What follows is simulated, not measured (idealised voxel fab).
Documented hereafter: the process module known as voxel gate over fins.
Square cells of 5 nm make up the cross-section cut, whose width is 260 nm.
A cross-section is written here as square cells arranged in a grid, and it is given in bands from the top down, each band taking up one or more rows of cells. Heights first: top, then bottom, in nm. Then materials, left to right, each with a width in nm. "everywhere" on a single material: fills the band edge to edge. "air": empty space. Height datum 0, below which the as-received substrate wafer is one material. Lowest band open at the bottom, running downward: "z 0 and below". Read "30..40" as a graded width: first number on top, second number at the bottom, same change between each pair of neighbouring rows. Any step labelled "no alteration" changed none of the cells in the cross-section. This entry, "Sealed void listing", enumerates those empty regions of no fewer than 8 cells that possess no open connection to the top. Each region is reported in the form width x height at distance, the distance being taken from the left edge, with all three quantities expressed in nm. Formally, on a step line, whatever follows the settings is a remark that the simulator itself makes on the step. "overlay nm" denotes, for a step that has a mask, the displacement of the mask to the right of its planned place, with negative values corresponding to the left.

Listed below are the process steps as planned:
1) op RECEIVE | material Si
2) op CONFORMAL_DEP | material SiN | thk nm 5
3) op MASKED_ETCH | tone cover | mask id FINS | width nm 15 | pitch nm 50 | etch materials SiN | depth nm 5 | overlay nm 0
4) op MASKED_ETCH | tone cover | mask id FINS | width nm 15 | pitch nm 50 | etch materials Si | depth nm 35 | overlay nm 0
5) op OXIDIZE | depth nm 5
6) op FILL_DEP | material SiO2 | thk nm 15
7) op CMP | height nm 5
8) op MASKED_ETCH | tone open | mask id RAIL | width nm 15 | etch materials SiO2 | depth nm 35 | overlay nm 0
9) op CONFORMAL_DEP | material TiN | thk nm 5
10) op FILL_DEP | material Ru | thk nm 5
11) op CMP | height nm 5
12) op SELECTIVE_ETCH | etch materials W Ru TiN | depth nm 20
13) op FILL_DEP | material SiO2 | thk nm 5
14) op CMP | height nm 5
15) op SELECTIVE_ETCH | etch materials SiO2 | depth nm 15
16) op STRIP | etch materials SiN
17) op CONFORMAL_DEP | material HfO2 | thk nm 5
18) op CONFORMAL_DEP | material TiN | thk nm 5
19) op CONFORMAL_DEP | material TiAl | thk nm 5
20) op CONFORMAL_DEP | material TiN | thk nm 5
21) op FILL_DEP | material W | thk nm 10
22) op CMP | height nm 25
23) op CONFORMAL_DEP | material SiCN | thk nm 5

First of two wafers, processed according to plan:

Cross-section of the incoming wafer, state after step 1:
    z 0 and below  Si everywhere
    Sealed void listing: none

Wafer after step 2 (cross-section):
    z 5 to 0  SiN everywhere
    Lower than 0, everything is as it was.

Wafer after step 3 (cross-section):
    z 5 to 0  air (45) / SiN (15) / air (35) / SiN (15) / air (35) / SiN (15) / air (35) / SiN (15) / air (50)
    Lower than 0, everything is as it was.

Wafer after step 4 (cross-section):
    z 5 to 0  air (45) / SiN (15) / air (35) / SiN (15) / air (35) / SiN (15) / air (35) / SiN (15) / air (50)
    z 0 to -35  air (45) / Si (15) / air (35) / Si (15) / air (35) / Si (15) / air (35) / Si (15) / air (50)
    Lower than -35, everything is as it was.

Wafer after step 5 (cross-section):
    z 5 to 0  air (45) / SiN (15) / air (35) / SiN (15) / air (35) / SiN (15) / air (35) / SiN (15) / air (50)
    z 0 to -35  air (45) / SiO2 (5) / Si (5) / SiO2 (5) / air (35) / SiO2 (5) / Si (5) / SiO2 (5) / air (35) / SiO2 (5) / Si (5) / SiO2 (5) / air (35) / SiO2 (5) / Si (5) / SiO2 (5) / air (50)
    z -35 to -40  SiO2 (50) / Si (5) / SiO2 (45) / Si (5) / SiO2 (45) / Si (5) / SiO2 (45) / Si (5) / SiO2 (55)
    Lower than -40, everything is as it was.

Wafer after step 6 (cross-section):
    z 20 to 5  SiO2 everywhere
    z 5 to 0  SiO2 (45) / SiN (15) / SiO2 (35) / SiN (15) / SiO2 (35) / SiN (15) / SiO2 (35) / SiN (15) / SiO2 (50)
    z 0 to -40  SiO2 (50) / Si (5) / SiO2 (45) / Si (5) / SiO2 (45) / Si (5) / SiO2 (45) / Si (5) / SiO2 (55)
    Lower than -40, everything is as it was.

Wafer after step 7 (cross-section):
    z 5 to 0  SiO2 (45) / SiN (15) / SiO2 (35) / SiN (15) / SiO2 (35) / SiN (15) / SiO2 (35) / SiN (15) / SiO2 (50)
    Lower than 0, everything is as it was.

Wafer after step 8 (cross-section):
    z 5 to 0  SiO2 (45) / SiN (15) / SiO2 (10) / air (15) / SiO2 (10) / SiN (15) / SiO2 (35) / SiN (15) / SiO2 (35) / SiN (15) / SiO2 (50)
    z 0 to -30  SiO2 (50) / Si (5) / SiO2 (15) / air (15) / SiO2 (15) / Si (5) / SiO2 (45) / Si (5) / SiO2 (45) / Si (5) / SiO2 (55)
    Lower than -30, everything is as it was.

Wafer after step 9 (cross-section):
    z 10 to 5  TiN (75) / air (5) / TiN (180)
    z 5 to 0  SiO2 (45) / SiN (15) / SiO2 (10) / TiN (5) / air (5) / TiN (5) / SiO2 (10) / SiN (15) / SiO2 (35) / SiN (15) / SiO2 (35) / SiN (15) / SiO2 (50)
    z 0 to -25  SiO2 (50) / Si (5) / SiO2 (15) / TiN (5) / air (5) / TiN (5) / SiO2 (15) / Si (5) / SiO2 (45) / Si (5) / SiO2 (45) / Si (5) / SiO2 (55)
    z -25 to -30  SiO2 (50) / Si (5) / SiO2 (15) / TiN (15) / SiO2 (15) / Si (5) / SiO2 (45) / Si (5) / SiO2 (45) / Si (5) / SiO2 (55)
    Lower than -30, everything is as it was.

Wafer after step 10 (cross-section):
    z 15 to 10  Ru everywhere
    z 10 to 5  TiN (75) / Ru (5) / TiN (180)
    z 5 to 0  SiO2 (45) / SiN (15) / SiO2 (10) / TiN (5) / Ru (5) / TiN (5) / SiO2 (10) / SiN (15) / SiO2 (35) / SiN (15) / SiO2 (35) / SiN (15) / SiO2 (50)
    z 0 to -25  SiO2 (50) / Si (5) / SiO2 (15) / TiN (5) / Ru (5) / TiN (5) / SiO2 (15) / Si (5) / SiO2 (45) / Si (5) / SiO2 (45) / Si (5) / SiO2 (55)
    Lower than -25, everything is as it was.

Wafer after step 11 (cross-section):
    z 5 to 0  SiO2 (45) / SiN (15) / SiO2 (10) / TiN (5) / Ru (5) / TiN (5) / SiO2 (10) / SiN (15) / SiO2 (35) / SiN (15) / SiO2 (35) / SiN (15) / SiO2 (50)
    Lower than 0, everything is as it was.

Wafer after step 12 (cross-section):
    z 5 to 0  SiO2 (45) / SiN (15) / SiO2 (10) / air (15) / SiO2 (10) / SiN (15) / SiO2 (35) / SiN (15) / SiO2 (35) / SiN (15) / SiO2 (50)
    z 0 to -15  SiO2 (50) / Si (5) / SiO2 (15) / air (15) / SiO2 (15) / Si (5) / SiO2 (45) / Si (5) / SiO2 (45) / Si (5) / SiO2 (55)
    Lower than -15, everything is as it was.

Wafer after step 13 (cross-section):
    z 10 to 5  SiO2 everywhere
    z 5 to 0  SiO2 (45) / SiN (15) / SiO2 (35) / SiN (15) / SiO2 (35) / SiN (15) / SiO2 (35) / SiN (15) / SiO2 (50)
    z 0 to -15  SiO2 (50) / Si (5) / SiO2 (45) / Si (5) / SiO2 (45) / Si (5) / SiO2 (45) / Si (5) / SiO2 (55)
    Lower than -15, everything is as it was.

Wafer after step 14 (cross-section):
    z 5 to 0  SiO2 (45) / SiN (15) / SiO2 (35) / SiN (15) / SiO2 (35) / SiN (15) / SiO2 (35) / SiN (15) / SiO2 (50)
    Lower than 0, everything is as it was.

Wafer after step 15 (cross-section):
    z 5 to 0  air (45) / SiN (15) / air (35) / SiN (15) / air (35) / SiN (15) / air (35) / SiN (15) / air (50)
    z 0 to -10  air (50) / Si (5) / air (45) / Si (5) / air (45) / Si (5) / air (45) / Si (5) / air (55)
    Lower than -10, everything is as it was.

Wafer after step 16 (cross-section):
    z 0 to -10  air (50) / Si (5) / air (45) / Si (5) / air (45) / Si (5) / air (45) / Si (5) / air (55)
    Lower than -10, everything is as it was.

Wafer after step 17 (cross-section):
    z 5 to 0  air (45) / HfO2 (15) / air (35) / HfO2 (15) / air (35) / HfO2 (15) / air (35) / HfO2 (15) / air (50)
    z 0 to -5  air (45) / HfO2 (5) / Si (5) / HfO2 (5) / air (35) / HfO2 (5) / Si (5) / HfO2 (5) / air (35) / HfO2 (5) / Si (5) / HfO2 (5) / air (35) / HfO2 (5) / Si (5) / HfO2 (5) / air (50)
    z -5 to -10  HfO2 (50) / Si (5) / HfO2 (45) / Si (5) / HfO2 (45) / Si (5) / HfO2 (45) / Si (5) / HfO2 (55)
    Lower than -10, everything is as it was.

Wafer after step 18 (cross-section):
    z 10 to 5  air (40) / TiN (25) / air (25) / TiN (25) / air (25) / TiN (25) / air (25) / TiN (25) / air (45)
    z 5 to 0  air (40) / TiN (5) / HfO2 (15) / TiN (5) / air (25) / TiN (5) / HfO2 (15) / TiN (5) / air (25) / TiN (5) / HfO2 (15) / TiN (5) / air (25) / TiN (5) / HfO2 (15) / TiN (5) / air (45)
    z 0 to -5  TiN (45) / HfO2 (5) / Si (5) / HfO2 (5) / TiN (35) / HfO2 (5) / Si (5) / HfO2 (5) / TiN (35) / HfO2 (5) / Si (5) / HfO2 (5) / TiN (35) / HfO2 (5) / Si (5) / HfO2 (5) / TiN (50)
    Lower than -5, everything is as it was.

Wafer after step 19 (cross-section):
    z 15 to 10  air (35) / TiAl (35) / air (15) / TiAl (35) / air (15) / TiAl (35) / air (15) / TiAl (35) / air (40)
    z 10 to 5  air (35) / TiAl (5) / TiN (25) / TiAl (5) / air (15) / TiAl (5) / TiN (25) / TiAl (5) / air (15) / TiAl (5) / TiN (25) / TiAl (5) / air (15) / TiAl (5) / TiN (25) / TiAl (5) / air (40)
    z 5 to 0  TiAl (40) / TiN (5) / HfO2 (15) / TiN (5) / TiAl (25) / TiN (5) / HfO2 (15) / TiN (5) / TiAl (25) / TiN (5) / HfO2 (15) / TiN (5) / TiAl (25) / TiN (5) / HfO2 (15) / TiN (5) / TiAl (45)
    Lower than 0, everything is as it was.

Wafer after step 20 (cross-section):
    z 20 to 15  air (30) / TiN (45) / air (5) / TiN (45) / air (5) / TiN (45) / air (5) / TiN (45) / air (35)
    z 15 to 10  air (30) / TiN (5) / TiAl (35) / TiN (5) / air (5) / TiN (5) / TiAl (35) / TiN (5) / air (5) / TiN (5) / TiAl (35) / TiN (5) / air (5) / TiN (5) / TiAl (35) / TiN (5) / air (35)
    z 10 to 5  TiN (35) / TiAl (5) / TiN (25) / TiAl (5) / TiN (15) / TiAl (5) / TiN (25) / TiAl (5) / TiN (15) / TiAl (5) / TiN (25) / TiAl (5) / TiN (15) / TiAl (5) / TiN (25) / TiAl (5) / TiN (40)
    Lower than 5, everything is as it was.

Wafer after step 21 (cross-section):
    z 30 to 20  W everywhere
    z 20 to 15  W (30) / TiN (45) / W (5) / TiN (45) / W (5) / TiN (45) / W (5) / TiN (45) / W (35)
    z 15 to 10  W (30) / TiN (5) / TiAl (35) / TiN (5) / W (5) / TiN (5) / TiAl (35) / TiN (5) / W (5) / TiN (5) / TiAl (35) / TiN (5) / W (5) / TiN (5) / TiAl (35) / TiN (5) / W (35)
    Lower than 10, everything is as it was.

Wafer after step 22 (cross-section):
    z 25 to 20  W everywhere
    Lower than 20, everything is as it was.

Wafer after step 23 (cross-section):
    z 30 to 25  SiCN everywhere
    Lower than 25, everything is as it was.

second wafer: like start, like plan, one mistake. Through step 5 it matches the first wafer:

Second wafer, cut view, end of step 6 per plan:
    z 20 to 0  SiN everywhere
    z 0 to -35  SiN (45) / SiO2 (5) / Si (5) / SiO2 (5) / SiN (35) / SiO2 (5) / Si (5) / SiO2 (5) / SiN (35) / SiO2 (5) / Si (5) / SiO2 (5) / SiN (35) / SiO2 (5) / Si (5) / SiO2 (5) / SiN (50)
    Lower than -35, everything is as it was.

Second wafer, cut view, end of step 7 per plan:
    z 5 to 0  SiN everywhere
    Lower than 0, everything is as it was.

Second wafer, cut view, end of step 8 per plan: no alteration

Second wafer, cut view, end of step 9 per plan:
    z 10 to 5  TiN everywhere
    Lower than 5, everything is as it was.

Second wafer, cut view, end of step 10 per plan:
    z 15 to 10  Ru everywhere
    Lower than 10, everything is as it was.

Second wafer, cut view, end of step 11 per plan:
    z 5 to 0  SiN everywhere
    Lower than 0, everything is as it was.

Second wafer, cut view, end of step 12 per plan: no alteration

Second wafer, cut view, end of step 13 per plan:
    z 10 to 5  SiO2 everywhere
    Lower than 5, everything is as it was.

Second wafer, cut view, end of step 14 per plan:
    z 5 to 0  SiN everywhere
    Lower than 0, everything is as it was.

Second wafer, cut view, end of step 15 per plan: no alteration

Second wafer, cut view, end of step 16 per plan:
    z 0 to -35  air (45) / SiO2 (5) / Si (5) / SiO2 (5) / air (35) / SiO2 (5) / Si (5) / SiO2 (5) / air (35) / SiO2 (5) / Si (5) / SiO2 (5) / air (35) / SiO2 (5) / Si (5) / SiO2 (5) / air (50)
    Lower than -35, everything is as it was.

Second wafer, cut view, end of step 17 per plan:
    z 5 to 0  air (40) / HfO2 (25) / air (25) / HfO2 (25) / air (25) / HfO2 (25) / air (25) / HfO2 (25) / air (45)
    z 0 to -30  air (40) / HfO2 (5) / SiO2 (5) / Si (5) / SiO2 (5) / HfO2 (5) / air (25) / HfO2 (5) / SiO2 (5) / Si (5) / SiO2 (5) / HfO2 (5) / air (25) / HfO2 (5) / SiO2 (5) / Si (5) / SiO2 (5) / HfO2 (5) / air (25) / HfO2 (5) / SiO2 (5) / Si (5) / SiO2 (5) / HfO2 (5) / air (45)
    z -30 to -35  HfO2 (45) / SiO2 (5) / Si (5) / SiO2 (5) / HfO2 (35) / SiO2 (5) / Si (5) / SiO2 (5) / HfO2 (35) / SiO2 (5) / Si (5) / SiO2 (5) / HfO2 (35) / SiO2 (5) / Si (5) / SiO2 (5) / HfO2 (50)
    Lower than -35, everything is as it was.

Second wafer, cut view, end of step 18 per plan:
    z 10 to 5  air (35) / TiN (35) / air (15) / TiN (35) / air (15) / TiN (35) / air (15) / TiN (35) / air (40)
    z 5 to 0  air (35) / TiN (5) / HfO2 (25) / TiN (5) / air (15) / TiN (5) / HfO2 (25) / TiN (5) / air (15) / TiN (5) / HfO2 (25) / TiN (5) / air (15) / TiN (5) / HfO2 (25) / TiN (5) / air (40)
    z 0 to -25  air (35) / TiN (5) / HfO2 (5) / SiO2 (5) / Si (5) / SiO2 (5) / HfO2 (5) / TiN (5) / air (15) / TiN (5) / HfO2 (5) / SiO2 (5) / Si (5) / SiO2 (5) / HfO2 (5) / TiN (5) / air (15) / TiN (5) / HfO2 (5) / SiO2 (5) / Si (5) / SiO2 (5) / HfO2 (5) / TiN (5) / air (15) / TiN (5) / HfO2 (5) / SiO2 (5) / Si (5) / SiO2 (5) / HfO2 (5) / TiN (5) / air (40)
    z -25 to -30  TiN (40) / HfO2 (5) / SiO2 (5) / Si (5) / SiO2 (5) / HfO2 (5) / TiN (25) / HfO2 (5) / SiO2 (5) / Si (5) / SiO2 (5) / HfO2 (5) / TiN (25) / HfO2 (5) / SiO2 (5) / Si (5) / SiO2 (5) / HfO2 (5) / TiN (25) / HfO2 (5) / SiO2 (5) / Si (5) / SiO2 (5) / HfO2 (5) / TiN (45)
    Lower than -30, everything is as it was.

Second wafer, cut view, end of step 19 per plan:
    z 15 to 10  air (30) / TiAl (45) / air (5) / TiAl (45) / air (5) / TiAl (45) / air (5) / TiAl (45) / air (35)
    z 10 to 5  air (30) / TiAl (5) / TiN (35) / TiAl (5) / air (5) / TiAl (5) / TiN (35) / TiAl (5) / air (5) / TiAl (5) / TiN (35) / TiAl (5) / air (5) / TiAl (5) / TiN (35) / TiAl (5) / air (35)
    z 5 to 0  air (30) / TiAl (5) / TiN (5) / HfO2 (25) / TiN (5) / TiAl (5) / air (5) / TiAl (5) / TiN (5) / HfO2 (25) / TiN (5) / TiAl (5) / air (5) / TiAl (5) / TiN (5) / HfO2 (25) / TiN (5) / TiAl (5) / air (5) / TiAl (5) / TiN (5) / HfO2 (25) / TiN (5) / TiAl (5) / air (35)
    z 0 to -20  air (30) / TiAl (5) / TiN (5) / HfO2 (5) / SiO2 (5) / Si (5) / SiO2 (5) / HfO2 (5) / TiN (5) / TiAl (5) / air (5) / TiAl (5) / TiN (5) / HfO2 (5) / SiO2 (5) / Si (5) / SiO2 (5) / HfO2 (5) / TiN (5) / TiAl (5) / air (5) / TiAl (5) / TiN (5) / HfO2 (5) / SiO2 (5) / Si (5) / SiO2 (5) / HfO2 (5) / TiN (5) / TiAl (5) / air (5) / TiAl (5) / TiN (5) / HfO2 (5) / SiO2 (5) / Si (5) / SiO2 (5) / HfO2 (5) / TiN (5) / TiAl (5) / air (35)
    z -20 to -25  TiAl (35) / TiN (5) / HfO2 (5) / SiO2 (5) / Si (5) / SiO2 (5) / HfO2 (5) / TiN (5) / TiAl (15) / TiN (5) / HfO2 (5) / SiO2 (5) / Si (5) / SiO2 (5) / HfO2 (5) / TiN (5) / TiAl (15) / TiN (5) / HfO2 (5) / SiO2 (5) / Si (5) / SiO2 (5) / HfO2 (5) / TiN (5) / TiAl (15) / TiN (5) / HfO2 (5) / SiO2 (5) / Si (5) / SiO2 (5) / HfO2 (5) / TiN (5) / TiAl (40)
    Lower than -25, everything is as it was.

Second wafer, cut view, end of step 20 per plan:
    z 20 to 15  air (25) / TiN (205) / air (30)
    z 15 to 10  air (25) / TiN (5) / TiAl (45) / TiN (5) / TiAl (45) / TiN (5) / TiAl (45) / TiN (5) / TiAl (45) / TiN (5) / air (30)
    z 10 to 5  air (25) / TiN (5) / TiAl (5) / TiN (35) / TiAl (5) / TiN (5) / TiAl (5) / TiN (35) / TiAl (5) / TiN (5) / TiAl (5) / TiN (35) / TiAl (5) / TiN (5) / TiAl (5) / TiN (35) / TiAl (5) / TiN (5) / air (30)
    z 5 to 0  air (25) / TiN (5) / TiAl (5) / TiN (5) / HfO2 (25) / TiN (5) / TiAl (5) / TiN (5) / TiAl (5) / TiN (5) / HfO2 (25) / TiN (5) / TiAl (5) / TiN (5) / TiAl (5) / TiN (5) / HfO2 (25) / TiN (5) / TiAl (5) / TiN (5) / TiAl (5) / TiN (5) / HfO2 (25) / TiN (5) / TiAl (5) / TiN (5) / air (30)
    z 0 to -15  air (25) / TiN (5) / TiAl (5) / TiN (5) / HfO2 (5) / SiO2 (5) / Si (5) / SiO2 (5) / HfO2 (5) / TiN (5) / TiAl (5) / TiN (5) / TiAl (5) / TiN (5) / HfO2 (5) / SiO2 (5) / Si (5) / SiO2 (5) / HfO2 (5) / TiN (5) / TiAl (5) / TiN (5) / TiAl (5) / TiN (5) / HfO2 (5) / SiO2 (5) / Si (5) / SiO2 (5) / HfO2 (5) / TiN (5) / TiAl (5) / TiN (5) / TiAl (5) / TiN (5) / HfO2 (5) / SiO2 (5) / Si (5) / SiO2 (5) / HfO2 (5) / TiN (5) / TiAl (5) / TiN (5) / air (30)
    z -15 to -20  TiN (30) / TiAl (5) / TiN (5) / HfO2 (5) / SiO2 (5) / Si (5) / SiO2 (5) / HfO2 (5) / TiN (5) / TiAl (5) / TiN (5) / TiAl (5) / TiN (5) / HfO2 (5) / SiO2 (5) / Si (5) / SiO2 (5) / HfO2 (5) / TiN (5) / TiAl (5) / TiN (5) / TiAl (5) / TiN (5) / HfO2 (5) / SiO2 (5) / Si (5) / SiO2 (5) / HfO2 (5) / TiN (5) / TiAl (5) / TiN (5) / TiAl (5) / TiN (5) / HfO2 (5) / SiO2 (5) / Si (5) / SiO2 (5) / HfO2 (5) / TiN (5) / TiAl (5) / TiN (35)
    Lower than -20, everything is as it was.

Second wafer, cut view, end of step 21 per plan:
    z 30 to 20  W everywhere
    z 20 to 15  W (25) / TiN (205) / W (30)
    z 15 to 10  W (25) / TiN (5) / TiAl (45) / TiN (5) / TiAl (45) / TiN (5) / TiAl (45) / TiN (5) / TiAl (45) / TiN (5) / W (30)
    z 10 to 5  W (25) / TiN (5) / TiAl (5) / TiN (35) / TiAl (5) / TiN (5) / TiAl (5) / TiN (35) / TiAl (5) / TiN (5) / TiAl (5) / TiN (35) / TiAl (5) / TiN (5) / TiAl (5) / TiN (35) / TiAl (5) / TiN (5) / W (30)
    z 5 to 0  W (25) / TiN (5) / TiAl (5) / TiN (5) / HfO2 (25) / TiN (5) / TiAl (5) / TiN (5) / TiAl (5) / TiN (5) / HfO2 (25) / TiN (5) / TiAl (5) / TiN (5) / TiAl (5) / TiN (5) / HfO2 (25) / TiN (5) / TiAl (5) / TiN (5) / TiAl (5) / TiN (5) / HfO2 (25) / TiN (5) / TiAl (5) / TiN (5) / W (30)
    z 0 to -15  W (25) / TiN (5) / TiAl (5) / TiN (5) / HfO2 (5) / SiO2 (5) / Si (5) / SiO2 (5) / HfO2 (5) / TiN (5) / TiAl (5) / TiN (5) / TiAl (5) / TiN (5) / HfO2 (5) / SiO2 (5) / Si (5) / SiO2 (5) / HfO2 (5) / TiN (5) / TiAl (5) / TiN (5) / TiAl (5) / TiN (5) / HfO2 (5) / SiO2 (5) / Si (5) / SiO2 (5) / HfO2 (5) / TiN (5) / TiAl (5) / TiN (5) / TiAl (5) / TiN (5) / HfO2 (5) / SiO2 (5) / Si (5) / SiO2 (5) / HfO2 (5) / TiN (5) / TiAl (5) / TiN (5) / W (30)
    Lower than -15, everything is as it was.

Second wafer, cut view, end of step 22 per plan:
    z 25 to 20  W everywhere
    Lower than 20, everything is as it was.

Second wafer, cut view, end of step 23 per plan:
    z 30 to 25  SiCN everywhere
    Lower than 25, everything is as it was.
Nonconformance to the process plan: the process deviated at step 6: the operation and settings actually run there were op FILL_DEP | material SiN | thk nm 15
At the finish, the second wafer shows more or fewer cells for some materials than the first does: HfO2: 40 more | Ru: 2 fewer | SiO2: 175 fewer | TiAl: 40 more | TiN: 52 more | W: 45 more
